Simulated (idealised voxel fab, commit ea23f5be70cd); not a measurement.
This section sets out a process module, namely voxel capacitor over wiring.
The figure presents cross-section cut, which has a width of 200 nm and is divided into square cells with an edge length of 5 nm.
Format of a cross-section: grid, square cells. Given as bands. Order: top down. Band: one or more rows of cells. Read a band's entry like this: the first values are the height of its top and the height of its bottom in nm, and what follows is the sequence of materials from left to right, each with its width in nm. Note that "blank" is empty space, and that a single material marked "everywhere" reaches across the band from edge to edge. Ref level 0: as-received wafer is one material below here. Bottom band extends down with no lower bound ("0 nm and below"). With a width like "30..40", each row of cells in the band differs from the next by the same amount, the top row carrying the first number and the bottom row the second. "no modification" means the step left every cell of the cross-section as it was. If an empty space has no open way to the top and is at least 8 cells in size, "Closed empty spaces" lists it, written width x height at distance, where distance is measured from the left edge and every value is in nm. Past the settings on a step's line: simulator remark, on that step. overlay nm: where the mask lay relative to plan, measured to the right, on steps with a mask; negatives go left.

Steps planned for the process:
1. op RECEIVE | material Si
2. op CONFORMAL_DEP | material SiO2 | thk nm 15
3. op DIRECTIONAL_DEP | material TiN | thk nm 5
4. op DIRECTIONAL_DEP | material W | thk nm 25
5. op MASKED_ETCH | tone cover | mask id METAL_1 | width nm 20 | pitch nm 90 | etch materials W | depth nm 25 | overlay nm 0
6. op MASKED_ETCH | tone cover | mask id METAL_1 | width nm 20 | pitch nm 90 | etch materials TiN | depth nm 5 | overlay nm 0
7. op FILL_DEP | material SiO2 | thk nm 10
8. op CMP | height nm 45
9. op CONFORMAL_DEP | material SiCN | thk nm 5
10. op DIRECTIONAL_DEP | material SiO2 | thk nm 20
11. op DIRECTIONAL_DEP | material aC | thk nm 10
12. op PATTERN | tone open | mask id PLUG_1 | material resist | width nm 15 | thk nm 25 | overlay nm 0
13. op DIRECTIONAL_ETCH | etch materials aC | depth nm 10
14. op STRIP | etch materials resist
15. op DIRECTIONAL_ETCH | etch materials SiO2 | depth nm 20
16. op DIRECTIONAL_ETCH | etch materials SiCN | depth nm 5
17. op STRIP | etch materials aC
18. op CONFORMAL_DEP | material TiN | thk nm 5
19. op FILL_DEP | material W | thk nm 5
20. op CMP | height nm 70
21. op DIRECTIONAL_DEP | material TiN | thk nm 10
22. op DIRECTIONAL_DEP | material HfO2 | thk nm 5
23. op DIRECTIONAL_DEP | material TiN | thk nm 5
24. op DIRECTIONAL_DEP | material aC | thk nm 15
25. op PATTERN | tone cover | mask id UPPER_PLATE | material resist | width nm 75 | thk nm 30 | overlay nm 0
26. op DIRECTIONAL_ETCH | etch materials aC | depth nm 15
27. op STRIP | etch materials resist
28. op DIRECTIONAL_ETCH | etch materials TiN | depth nm 5
29. op DIRECTIONAL_ETCH | etch materials HfO2 | depth nm 5
30. op STRIP | etch materials aC
31. op PATTERN | tone cover | mask id LOWER_PLATE | material resist | width nm 85 | thk nm 20 | overlay nm 0
32. op DIRECTIONAL_ETCH | etch materials TiN | depth nm 10
33. op STRIP | etch materials resist
34. op FILL_DEP | material SiO2 | thk nm 20
35. op CMP | height nm 105
36. op DIRECTIONAL_DEP | material aC | thk nm 15
37. op PATTERN | tone open | mask id PLUG_2 | material resist | width nm 15 | thk nm 35 | overlay nm 0
38. op DIRECTIONAL_ETCH | etch materials aC | depth nm 15
39. op STRIP | etch materials resist
40. op DIRECTIONAL_ETCH | etch materials SiO2 | depth nm 15
41. op STRIP | etch materials aC
42. op CONFORMAL_DEP | material TiN | thk nm 5
43. op FILL_DEP | material Cu | thk nm 5
44. op CMP | height nm 105
45. op CONFORMAL_DEP | material SiN | thk nm 5

Below: the first of two wafers, run as planned:

So this is the incoming wafer in cross-section - it's already been through step 1:
- 0 nm and below: Si everywhere
- Closed empty spaces: none

After step 2, in cross-section:
- 15 nm to 0 nm: SiO2 everywhere
- Rest of section, below 0: as before.

After step 3, in cross-section:
- 20 nm to 15 nm: TiN everywhere
- Rest of section, below 15: as before.

After step 4, in cross-section:
- 45 nm to 20 nm: W everywhere
- Rest of section, below 20: as before.

After step 5, in cross-section:
- 45 nm to 20 nm: blank: 45 / W: 20 / blank: 70 / W: 20 / blank: 45
- Rest of section, below 20: as before.

After step 6, in cross-section:
- 45 nm to 20 nm: blank: 45 / W: 20 / blank: 70 / W: 20 / blank: 45
- 20 nm to 15 nm: blank: 45 / TiN: 20 / blank: 70 / TiN: 20 / blank: 45
- Rest of section, below 15: as before.

After step 7, in cross-section:
- 55 nm to 45 nm: SiO2 everywhere
- 45 nm to 20 nm: SiO2: 45 / W: 20 / SiO2: 70 / W: 20 / SiO2: 45
- 20 nm to 15 nm: SiO2: 45 / TiN: 20 / SiO2: 70 / TiN: 20 / SiO2: 45
- Rest of section, below 15: as before.

After step 8, in cross-section:
- 45 nm to 20 nm: SiO2: 45 / W: 20 / SiO2: 70 / W: 20 / SiO2: 45
- Rest of section, below 20: as before.

After step 9, in cross-section:
- 50 nm to 45 nm: SiCN everywhere
- Rest of section, below 45: as before.

After step 10, in cross-section:
- 70 nm to 50 nm: SiO2 everywhere
- Rest of section, below 50: as before.

After step 11, in cross-section:
- 80 nm to 70 nm: aC everywhere
- Rest of section, below 70: as before.

After step 12, in cross-section:
- 105 nm to 80 nm: resist: 50 / blank: 15 / resist: 135
- Rest of section, below 80: as before.

After step 13, in cross-section:
- 95 nm to 80 nm: resist: 50 / blank: 15 / resist: 135
- 80 nm to 70 nm: aC: 50 / blank: 15 / aC: 135
- Rest of section, below 70: as before.

After step 14, in cross-section:
- 80 nm to 70 nm: aC: 50 / blank: 15 / aC: 135
- Rest of section, below 70: as before.

After step 15, in cross-section:
- 80 nm to 70 nm: aC: 50 / blank: 15 / aC: 135
- 70 nm to 50 nm: SiO2: 50 / blank: 15 / SiO2: 135
- Rest of section, below 50: as before.

After step 16, in cross-section:
- 80 nm to 70 nm: aC: 50 / blank: 15 / aC: 135
- 70 nm to 50 nm: SiO2: 50 / blank: 15 / SiO2: 135
- 50 nm to 45 nm: SiCN: 50 / blank: 15 / SiCN: 135
- Rest of section, below 45: as before.

After step 17, in cross-section:
- 70 nm to 50 nm: SiO2: 50 / blank: 15 / SiO2: 135
- Rest of section, below 50: as before.

After step 18, in cross-section:
- 75 nm to 70 nm: TiN: 55 / blank: 5 / TiN: 140
- 70 nm to 50 nm: SiO2: 50 / TiN: 5 / blank: 5 / TiN: 5 / SiO2: 135
- 50 nm to 45 nm: SiCN: 50 / TiN: 15 / SiCN: 135
- Rest of section, below 45: as before.

After step 19, in cross-section:
- 80 nm to 75 nm: W everywhere
- 75 nm to 70 nm: TiN: 55 / W: 5 / TiN: 140
- 70 nm to 50 nm: SiO2: 50 / TiN: 5 / W: 5 / TiN: 5 / SiO2: 135
- Rest of section, below 50: as before.

After step 20, in cross-section:
- 70 nm to 50 nm: SiO2: 50 / TiN: 5 / W: 5 / TiN: 5 / SiO2: 135
- Rest of section, below 50: as before.

After step 21, in cross-section:
- 80 nm to 70 nm: TiN everywhere
- Rest of section, below 70: as before.

After step 22, in cross-section:
- 85 nm to 80 nm: HfO2 everywhere
- Rest of section, below 80: as before.

After step 23, in cross-section:
- 90 nm to 85 nm: TiN everywhere
- Rest of section, below 85: as before.

After step 24, in cross-section:
- 105 nm to 90 nm: aC everywhere
- Rest of section, below 90: as before.

After step 25, in cross-section:
- 135 nm to 105 nm: blank: 50 / resist: 75 / blank: 75
- Rest of section, below 105: as before.

After step 26, in cross-section:
- 120 nm to 105 nm: blank: 50 / resist: 75 / blank: 75
- 105 nm to 90 nm: blank: 50 / aC: 75 / blank: 75
- Rest of section, below 90: as before.

After step 27, in cross-section:
- 105 nm to 90 nm: blank: 50 / aC: 75 / blank: 75
- Rest of section, below 90: as before.

After step 28, in cross-section:
- 105 nm to 90 nm: blank: 50 / aC: 75 / blank: 75
- 90 nm to 85 nm: blank: 50 / TiN: 75 / blank: 75
- Rest of section, below 85: as before.

After step 29, in cross-section:
- 105 nm to 90 nm: blank: 50 / aC: 75 / blank: 75
- 90 nm to 85 nm: blank: 50 / TiN: 75 / blank: 75
- 85 nm to 80 nm: blank: 50 / HfO2: 75 / blank: 75
- Rest of section, below 80: as before.

After step 30, in cross-section:
- 90 nm to 85 nm: blank: 50 / TiN: 75 / blank: 75
- Rest of section, below 85: as before.

After step 31, in cross-section:
- 110 nm to 90 nm: blank: 45 / resist: 85 / blank: 70
- 90 nm to 85 nm: blank: 45 / resist: 5 / TiN: 75 / resist: 5 / blank: 70
- 85 nm to 80 nm: blank: 45 / resist: 5 / HfO2: 75 / resist: 5 / blank: 70
- Rest of section, below 80: as before.

After step 32, in cross-section:
- 110 nm to 90 nm: blank: 45 / resist: 85 / blank: 70
- 90 nm to 85 nm: blank: 45 / resist: 5 / TiN: 75 / resist: 5 / blank: 70
- 85 nm to 80 nm: blank: 45 / resist: 5 / HfO2: 75 / resist: 5 / blank: 70
- 80 nm to 70 nm: blank: 45 / TiN: 85 / blank: 70
- Rest of section, below 70: as before.

After step 33, in cross-section:
- 90 nm to 85 nm: blank: 50 / TiN: 75 / blank: 75
- 85 nm to 80 nm: blank: 50 / HfO2: 75 / blank: 75
- Rest of section, below 80: as before.

After step 34, in cross-section:
- 110 nm to 90 nm: SiO2 everywhere
- 90 nm to 85 nm: SiO2: 50 / TiN: 75 / SiO2: 75
- 85 nm to 80 nm: SiO2: 50 / HfO2: 75 / SiO2: 75
- 80 nm to 70 nm: SiO2: 45 / TiN: 85 / SiO2: 70
- Rest of section, below 70: as before.

After step 35, in cross-section:
- 105 nm to 90 nm: SiO2 everywhere
- Rest of section, below 90: as before.

After step 36, in cross-section:
- 120 nm to 105 nm: aC everywhere
- Rest of section, below 105: as before.

After step 37, in cross-section:
- 155 nm to 120 nm: resist: 60 / blank: 15 / resist: 125
- Rest of section, below 120: as before.

After step 38, in cross-section:
- 140 nm to 120 nm: resist: 60 / blank: 15 / resist: 125
- 120 nm to 105 nm: aC: 60 / blank: 15 / aC: 125
- Rest of section, below 105: as before.

After step 39, in cross-section:
- 120 nm to 105 nm: aC: 60 / blank: 15 / aC: 125
- Rest of section, below 105: as before.

After step 40, in cross-section:
- 120 nm to 105 nm: aC: 60 / blank: 15 / aC: 125
- 105 nm to 90 nm: SiO2: 60 / blank: 15 / SiO2: 125
- Rest of section, below 90: as before.

After step 41, in cross-section:
- 105 nm to 90 nm: SiO2: 60 / blank: 15 / SiO2: 125
- Rest of section, below 90: as before.

After step 42, in cross-section:
- 110 nm to 105 nm: TiN: 65 / blank: 5 / TiN: 130
- 105 nm to 95 nm: SiO2: 60 / TiN: 5 / blank: 5 / TiN: 5 / SiO2: 125
- 95 nm to 85 nm: SiO2: 60..50 / TiN: 15..75 / SiO2: 125..75
- Rest of section, below 85: as before.

After step 43, in cross-section:
- 115 nm to 110 nm: Cu everywhere
- 110 nm to 105 nm: TiN: 65 / Cu: 5 / TiN: 130
- 105 nm to 95 nm: SiO2: 60 / TiN: 5 / Cu: 5 / TiN: 5 / SiO2: 125
- Rest of section, below 95: as before.

After step 44, in cross-section:
- 105 nm to 95 nm: SiO2: 60 / TiN: 5 / Cu: 5 / TiN: 5 / SiO2: 125
- Rest of section, below 95: as before.

After step 45, in cross-section:
- 110 nm to 105 nm: SiN everywhere
- Rest of section, below 105: as before.

What follows concerns the second wafer, which started out like the first and was meant to follow the very same plan; one mistake crept in when it was run, but everything up to and including step 24 is the same as for the first wafer:

Cross-section of the second wafer at the time by which step 25 should have been completed according to the plan:
- 135 nm to 105 nm: resist: 50 / blank: 75 / resist: 75
- Rest of section, below 105: as before.

Cross-section of the second wafer at the time by which step 26 should have been completed according to the plan:
- 120 nm to 105 nm: resist: 50 / blank: 75 / resist: 75
- 105 nm to 90 nm: aC: 50 / blank: 75 / aC: 75
- Rest of section, below 90: as before.

Cross-section of the second wafer at the time by which step 27 should have been completed according to the plan:
- 105 nm to 90 nm: aC: 50 / blank: 75 / aC: 75
- Rest of section, below 90: as before.

Cross-section of the second wafer at the time by which step 28 should have been completed according to the plan:
- 105 nm to 90 nm: aC: 50 / blank: 75 / aC: 75
- 90 nm to 85 nm: TiN: 50 / blank: 75 / TiN: 75
- Rest of section, below 85: as before.

Cross-section of the second wafer at the time by which step 29 should have been completed according to the plan:
- 105 nm to 90 nm: aC: 50 / blank: 75 / aC: 75
- 90 nm to 85 nm: TiN: 50 / blank: 75 / TiN: 75
- 85 nm to 80 nm: HfO2: 50 / blank: 75 / HfO2: 75
- Rest of section, below 80: as before.

Cross-section of the second wafer at the time by which step 30 should have been completed according to the plan:
- 90 nm to 85 nm: TiN: 50 / blank: 75 / TiN: 75
- Rest of section, below 85: as before.

Cross-section of the second wafer at the time by which step 31 should have been completed according to the plan:
- 110 nm to 90 nm: blank: 45 / resist: 85 / blank: 70
- 90 nm to 85 nm: TiN: 50 / resist: 75 / TiN: 75
- 85 nm to 80 nm: HfO2: 50 / resist: 75 / HfO2: 75
- Rest of section, below 80: as before.

Cross-section of the second wafer at the time by which step 32 should have been completed according to the plan:
- 110 nm to 90 nm: blank: 45 / resist: 85 / blank: 70
- 90 nm to 85 nm: blank: 45 / TiN: 5 / resist: 75 / TiN: 5 / blank: 70
- Rest of section, below 85: as before.

Cross-section of the second wafer at the time by which step 33 should have been completed according to the plan:
- 90 nm to 85 nm: blank: 45 / TiN: 5 / blank: 75 / TiN: 5 / blank: 70
- 85 nm to 80 nm: HfO2: 50 / blank: 75 / HfO2: 75
- Rest of section, below 80: as before.

Cross-section of the second wafer at the time by which step 34 should have been completed according to the plan:
- 110 nm to 90 nm: SiO2 everywhere
- 90 nm to 85 nm: SiO2: 45 / TiN: 5 / SiO2: 75 / TiN: 5 / SiO2: 70
- 85 nm to 80 nm: HfO2: 50 / SiO2: 75 / HfO2: 75
- Rest of section, below 80: as before.

Cross-section of the second wafer at the time by which step 35 should have been completed according to the plan:
- 105 nm to 90 nm: SiO2 everywhere
- Rest of section, below 90: as before.

Cross-section of the second wafer at the time by which step 36 should have been completed according to the plan:
- 120 nm to 105 nm: aC everywhere
- Rest of section, below 105: as before.

Cross-section of the second wafer at the time by which step 37 should have been completed according to the plan:
- 155 nm to 120 nm: resist: 60 / blank: 15 / resist: 125
- Rest of section, below 120: as before.

Cross-section of the second wafer at the time by which step 38 should have been completed according to the plan:
- 140 nm to 120 nm: resist: 60 / blank: 15 / resist: 125
- 120 nm to 105 nm: aC: 60 / blank: 15 / aC: 125
- Rest of section, below 105: as before.

Cross-section of the second wafer at the time by which step 39 should have been completed according to the plan:
- 120 nm to 105 nm: aC: 60 / blank: 15 / aC: 125
- Rest of section, below 105: as before.

Cross-section of the second wafer at the time by which step 40 should have been completed according to the plan:
- 120 nm to 105 nm: aC: 60 / blank: 15 / aC: 125
- 105 nm to 90 nm: SiO2: 60 / blank: 15 / SiO2: 125
- Rest of section, below 90: as before.

Cross-section of the second wafer at the time by which step 41 should have been completed according to the plan:
- 105 nm to 90 nm: SiO2: 60 / blank: 15 / SiO2: 125
- Rest of section, below 90: as before.

Cross-section of the second wafer at the time by which step 42 should have been completed according to the plan:
- 110 nm to 105 nm: TiN: 65 / blank: 5 / TiN: 130
- 105 nm to 95 nm: SiO2: 60 / TiN: 5 / blank: 5 / TiN: 5 / SiO2: 125
- 95 nm to 90 nm: SiO2: 60 / TiN: 15 / SiO2: 125
- Rest of section, below 90: as before.

Cross-section of the second wafer at the time by which step 43 should have been completed according to the plan:
- 115 nm to 110 nm: Cu everywhere
- 110 nm to 105 nm: TiN: 65 / Cu: 5 / TiN: 130
- 105 nm to 95 nm: SiO2: 60 / TiN: 5 / Cu: 5 / TiN: 5 / SiO2: 125
- Rest of section, below 95: as before.

Cross-section of the second wafer at the time by which step 44 should have been completed according to the plan:
- 105 nm to 95 nm: SiO2: 60 / TiN: 5 / Cu: 5 / TiN: 5 / SiO2: 125
- Rest of section, below 95: as before.

Cross-section of the second wafer at the time by which step 45 should have been completed according to the plan:
- 110 nm to 105 nm: SiN everywhere
- Rest of section, below 105: as before.
Want to know what went wrong? step 25 ran differently from the plan; actual operation with settings: op PATTERN | tone open | mask id UPPER_PLATE | material resist | width nm 75 | thk nm 30 | overlay nm 0
Final cells, second wafer relative to first, materials higher or lower: +10 HfO2 | -43 SiO2 | +33 TiN
